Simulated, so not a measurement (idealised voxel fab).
voxel tone inversion: a process module
This is section cut - it's 210 nm across, gridded in 5 nm square cells.
Cross-section format: a grid of square cells, given as bands from top to bottom; each band is one or more rows of cells.
This entry defines a band. It first specifies the height of the band's top and the height of its bottom in nm, and then specifies the band's materials from left to right, stating each material with its width in nm. The word "all across" identifies a single material that fills the band from edge to edge, while the word "blank" identifies empty space.
The reference from which all heights are counted is 0, the level beneath which the as-received wafer is entirely one material; the lowest band, having no lower bound, proceeds downward and is written after the example "0 -> down".
Top row gets the first number, bottom row gets the second, and each row in between changes by the same step: that is how a band width like "30->40" works.
Step marked "identical to before"? Then no cell in the cross-section changed in it.
The entry "Enclosed cavity list" lists the empty spaces that cover at least 8 cells and have no open path to the top. Each is written as width x height at distance, where the distance is measured from the left edge and all three values are in nm.
If you see something after the settings on a step's line, that's the simulator's own remark about that step.
If you see "overlay nm" on a step's line and that step has a mask, it's telling you how far right of where it was planned the mask ended up; a negative number means it went left instead.

# The planned process steps are enumerated hereunder
1 RECEIVE, material Si
2 CONFORMAL_DEP, material SiCN, thk nm 5
3 DIRECTIONAL_DEP, material aC, thk nm 25
4 PATTERN, tone cover, mask id POSTS, material resist, width nm 15, pitch nm 40, thk nm 30, overlay nm 0
5 DIRECTIONAL_ETCH, etch materials aC, depth nm 25
6 STRIP, etch materials resist
7 FILL_DEP, material lowk, thk nm 5
8 CMP, height nm 30
9 STRIP, etch materials aC
10 CONFORMAL_DEP, material TiN, thk nm 5
11 FILL_DEP, material Ru, thk nm 10
12 CMP, height nm 30
13 CONFORMAL_DEP, material SiCN, thk nm 5

# Wafer as received: cross-section following step 1
- 0 -> down: Si all across
- Enclosed cavity list: none

# Post-module cross-section: identical start and plan to those above, one misstep in execution
- 35 -> 30: SiCN all across
- 30 -> 10: Ru=70 | TiN=5 | lowk=15 | TiN=5 | Ru=15 | TiN=5 | lowk=15 | TiN=5 | Ru=75
- 10 -> 5: TiN=75 | lowk=15 | TiN=25 | lowk=15 | TiN=80
- 5 -> 0: SiCN all across
- 0 -> down: Si all across
- Enclosed cavity list: none
Nonconformance to the process plan: the process deviated at step 4: the operation and settings actually run there were PATTERN, tone open, mask id POSTS, material resist, width nm 15, pitch nm 40, thk nm 30, overlay nm 0
